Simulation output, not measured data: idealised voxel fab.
Process module name: voxel gate over fins
Xsec cut, 280 nm wide, square cell size 5 nm.
This document writes a cross-section as a grid whose cells are square, and gives it as bands, listed from the top down; one or more rows of cells form a band. Look at the band entry: it leads with the top's height and the bottom's height in nm. Then it lists the materials left to right, with a width in nm for each. The word "everywhere" on a single material says that material fills the band edge to edge. The word "blank" is empty space. Note: height 0 marks the level under which the wafer is uniformly one material as received. Lowest band unbounded below, written "0 -> down". So if you see something like "30 to 40" for the width, read it as the top row of the band sitting at the first number and the bottom row at the second, with every row in between moving by the same amount as the last. Basically "no change occurred" means that step didn't change any cell in the cross-section. You'll see "Unvented cavities" listing empty spaces that have no way open to the top, as long as they're 8 cells or more; the notation is width x height at distance, where the distance is from the left edge, and all of it is in nm. It should be noted that, on the line of a given step, the content following the step's settings is a remark produced by the simulator itself with respect to that step. overlay nm: mask right of planned place by this much (step with mask). Neg. = left.
Steps in the process plan:
- 1: op RECEIVE | material Si
- 2: op CONFORMAL_DEP | material SiN | thk nm 10
- 3: op PATTERN | tone cover | mask id FINS | material resist | width nm 15 | pitch nm 40 | thk nm 20 | overlay nm 0
- 4: op DIRECTIONAL_ETCH | etch materials SiN | depth nm 10
- 5: op DIRECTIONAL_ETCH | etch materials Si | depth nm 40
- 6: op STRIP | etch materials resist
- 7: op FILL_DEP | material SiO2 | thk nm 15
- 8: op CMP | height nm 10
- 9: op SELECTIVE_ETCH | etch materials SiO2 | depth nm 20
- 10: op STRIP | etch materials SiN
- 11: op CONFORMAL_DEP | material HfO2 | thk nm 5
- 12: op CONFORMAL_DEP | material TiN | thk nm 5
- 13: op FILL_DEP | material W | thk nm 10
- 14: op CMP | height nm 15
- 15: op CONFORMAL_DEP | material SiCN | thk nm 10
Account of the first of two wafers, which was processed as intended:
As-received wafer cross-section (after step 1):
* 0 -> down  Si everywhere
* Unvented cavities: none
So this is the wafer cross-section right after step 2:
* 10 -> 0  SiN everywhere
* Below 0 it's all the same as before, nothing changed down there.
So this is the wafer cross-section right after step 3:
* 30 -> 10  blank=110, resist=15, blank=25, resist=15, blank=115
* Below 10 it's all the same as before, nothing changed down there.
So this is the wafer cross-section right after step 4:
* 30 -> 10  blank=110, resist=15, blank=25, resist=15, blank=115
* 10 -> 0  blank=110, SiN=15, blank=25, SiN=15, blank=115
* Below 0 it's all the same as before, nothing changed down there.
So this is the wafer cross-section right after step 5:
* 30 -> 10  blank=110, resist=15, blank=25, resist=15, blank=115
* 10 -> 0  blank=110, SiN=15, blank=25, SiN=15, blank=115
* 0 -> -40  blank=110, Si=15, blank=25, Si=15, blank=115
* Below -40 it's all the same as before, nothing changed down there.
So this is the wafer cross-section right after step 6:
* 10 -> 0  blank=110, SiN=15, blank=25, SiN=15, blank=115
* Below 0 it's all the same as before, nothing changed down there.
So this is the wafer cross-section right after step 7:
* 25 -> 10  SiO2 everywhere
* 10 -> 0  SiO2=110, SiN=15, SiO2=25, SiN=15, SiO2=115
* 0 -> -40  SiO2=110, Si=15, SiO2=25, Si=15, SiO2=115
* Below -40 it's all the same as before, nothing changed down there.
So this is the wafer cross-section right after step 8:
* 10 -> 0  SiO2=110, SiN=15, SiO2=25, SiN=15, SiO2=115
* Below 0 it's all the same as before, nothing changed down there.
So this is the wafer cross-section right after step 9:
* 10 -> 0  blank=110, SiN=15, blank=25, SiN=15, blank=115
* 0 -> -10  blank=110, Si=15, blank=25, Si=15, blank=115
* Below -10 it's all the same as before, nothing changed down there.
So this is the wafer cross-section right after step 10:
* 0 -> -10  blank=110, Si=15, blank=25, Si=15, blank=115
* Below -10 it's all the same as before, nothing changed down there.
So this is the wafer cross-section right after step 11:
* 5 -> 0  blank=105, HfO2=25, blank=15, HfO2=25, blank=110
* 0 -> -5  blank=105, HfO2=5, Si=15, HfO2=5, blank=15, HfO2=5, Si=15, HfO2=5, blank=110
* -5 -> -10  HfO2=110, Si=15, HfO2=25, Si=15, HfO2=115
* Below -10 it's all the same as before, nothing changed down there.
So this is the wafer cross-section right after step 12:
* 10 -> 5  blank=100, TiN=35, blank=5, TiN=35, blank=105
* 5 -> 0  blank=100, TiN=5, HfO2=25, TiN=5, blank=5, TiN=5, HfO2=25, TiN=5, blank=105
* 0 -> -5  TiN=105, HfO2=5, Si=15, HfO2=5, TiN=15, HfO2=5, Si=15, HfO2=5, TiN=110
* Below -5 it's all the same as before, nothing changed down there.
So this is the wafer cross-section right after step 13:
* 20 -> 10  W everywhere
* 10 -> 5  W=100, TiN=35, W=5, TiN=35, W=105
* 5 -> 0  W=100, TiN=5, HfO2=25, TiN=5, W=5, TiN=5, HfO2=25, TiN=5, W=105
* Below 0 it's all the same as before, nothing changed down there.
So this is the wafer cross-section right after step 14:
* 15 -> 10  W everywhere
* Below 10 it's all the same as before, nothing changed down there.
So this is the wafer cross-section right after step 15:
* 25 -> 15  SiCN everywhere
* Below 15 it's all the same as before, nothing changed down there.
The second wafer began exactly as the first did and followed the same plan, but one mistake was made while running it; through step 13 inclusive, the two wafers are identical:
Cross-sectional representation of the second wafer at the time designated in the plan for the completion of step 14:
* 5 -> 0  W=100, TiN=5, HfO2=25, TiN=5, W=5, TiN=5, HfO2=25, TiN=5, W=105
* Below 0 it's all the same as before, nothing changed down there.
Cross-sectional representation of the second wafer at the time designated in the plan for the completion of step 15:
* 15 -> 5  SiCN everywhere
* Below 5 it's all the same as before, nothing changed down there.
Heads up, the wafer didn't run the way we planned it: contrary to plan, step 14 was performed as op CMP | height nm 5
Bottom line after processing is that, in cells, the second wafer is up or down on some materials versus the first: -14 TiN; -98 W
